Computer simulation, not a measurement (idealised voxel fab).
process module | voxel local oxidation
cross-section cut | 205 nm wide | cells 5 nm
A cross-section is a grid of square cells, given in bands from the top down. A band is one or more rows of cells.
Each band's line starts with the height of the band's top and of its bottom, in nm. Then come its materials from left to right, each with its width in nm. One material with "throughout" fills the band from edge to edge. "air" is empty space.
Height 0 is the level under which the wafer as received is all one material. The lowest band goes on downwards, as in "0 down".
A width such as "30 to 40" changes by the same amount from each row of cells to the next, from the band's top row to its bottom row.
"no change" after a step means that no cell of the cross-section changed.
closed voids: empty space of 8 cells or more with no open way to the top, each as width x height at its distance from the left edge, in nm
after a step's settings: what the simulator itself notes on the step
overlay nm, on a step with a mask: how far to the right of its planned place the mask lay; to the left if negative
plan
1 op RECEIVE | material Si
2 op CONFORMAL_DEP | material SiO2 | thk nm 5
3 op CONFORMAL_DEP | material SiN | thk nm 10
4 op DIRECTIONAL_DEP | material aC | thk nm 15
5 op PATTERN | tone cover | mask id ACTIVE | material resist | width nm 95 | thk nm 30 | overlay nm 0
6 op DIRECTIONAL_ETCH | etch materials aC | depth nm 15
7 op STRIP | etch materials resist
8 op DIRECTIONAL_ETCH | etch materials SiN | depth nm 10
9 op STRIP | etch materials aC
10 op SELECTIVE_ETCH | etch materials SiO2 | depth nm 5
11 op OXIDIZE | depth nm 15
12 op STRIP | etch materials SiN
varied across the wafers: width nm of step 5. The plan shows the first wafer's value. All wafers start alike
first wafer as received, after step 1
  0 down: Si throughout
  closed voids: none
first wafer at the end, after step 12
  5 to 0: air 60 | SiO2 85 | air 60
  0 to -15: SiO2 75 | Si 55 | SiO2 75
  -15 down: Si throughout
  closed voids: none
last wafer at the end
  5 to 0: air 50 | SiO2 110 | air 45
  0 to -15: SiO2 65 | Si 80 | SiO2 60
  -15 down: Si throughout
  closed voids: none
each wafer at the end: cells of each material gained (+) or lost (-) since it was received, then its closed voids
width nm 95 | -90 Si | +107 SiO2 | closed voids: none
width nm 100 | -87 Si | +105 SiO2 | closed voids: none
width nm 105 | -84 Si | +103 SiO2 | closed voids: none
width nm 110 | -81 Si | +101 SiO2 | closed voids: none
width nm 115 | -78 Si | +99 SiO2 | closed voids: none
width nm 120 | -75 Si | +97 SiO2 | closed voids: none
